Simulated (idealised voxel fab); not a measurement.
process module | voxel trench capacitor
cross-section cut | 250 nm wide | cells 5 nm
A cross-section is a grid of square cells, given in bands from the top down. A band is one or more rows of cells.
Each band's line starts with the height of the band's top and of its bottom, in nm. Then come its materials from left to right, each with its width in nm. One material with "throughout" fills the band from edge to edge. "air" is empty space.
Height 0 is the level under which the wafer as received is all one material. The lowest band goes on downwards, as in "0 down".
A width such as "30 to 40" changes by the same amount from each row of cells to the next, from the band's top row to its bottom row.
"no change" after a step means that no cell of the cross-section changed.
closed voids: empty space of 8 cells or more with no open way to the top, each as width x height at its distance from the left edge, in nm
after a step's settings: what the simulator itself notes on the step
overlay nm, on a step with a mask: how far to the right of its planned place the mask lay; to the left if negative
plan
1 op RECEIVE | material Si
2 op CONFORMAL_DEP | material SiN | thk nm 5
3 op DIRECTIONAL_DEP | material aC | thk nm 10
4 op PATTERN | tone open | mask id TRENCH | material resist | width nm 20 | pitch nm 40 | thk nm 25 | overlay nm 0
5 op DIRECTIONAL_ETCH | etch materials aC | depth nm 10
6 op STRIP | etch materials resist
7 op DIRECTIONAL_ETCH | etch materials SiN | depth nm 5
8 op DIRECTIONAL_ETCH | etch materials Si | depth nm 35
9 op STRIP | etch materials aC
10 op CONFORMAL_DEP | material SiO2 | thk nm 5
11 op FILL_DEP | material polySi | thk nm 5
12 op CMP | height nm 5
as received, after step 1
  0 down: Si throughout
  closed voids: none
first wafer at the end, as planned
  5 to 0: SiN 75 | SiO2 5 | polySi 10 | SiO2 5 | SiN 20 | SiO2 5 | polySi 10 | SiO2 5 | SiN 20 | SiO2 5 | polySi 10 | SiO2 5 | SiN 75
  0 to -30: Si 75 | SiO2 5 | polySi 10 | SiO2 5 | Si 20 | SiO2 5 | polySi 10 | SiO2 5 | Si 20 | SiO2 5 | polySi 10 | SiO2 5 | Si 75
  -30 to -35: Si 75 | SiO2 20 | Si 20 | SiO2 20 | Si 20 | SiO2 20 | Si 75
  -35 down: Si throughout
  closed voids: none
second wafer at the end: like start, like plan, one mistake
  5 to 0: SiN 85 | SiO2 5 | polySi 10 | SiO2 5 | SiN 20 | SiO2 5 | polySi 10 | SiO2 5 | SiN 20 | SiO2 5 | polySi 10 | SiO2 5 | SiN 65
  0 to -30: Si 85 | SiO2 5 | polySi 10 | SiO2 5 | Si 20 | SiO2 5 | polySi 10 | SiO2 5 | Si 20 | SiO2 5 | polySi 10 | SiO2 5 | Si 65
  -30 to -35: Si 85 | SiO2 20 | Si 20 | SiO2 20 | Si 20 | SiO2 20 | Si 65
  -35 down: Si throughout
  closed voids: none
what went wrong: step 4 ran as: op PATTERN | tone open | mask id TRENCH | material resist | width nm 20 | pitch nm 40 | thk nm 25 | overlay nm 10
at the end the second wafer has, in cells: as many of each material as the first, in other places
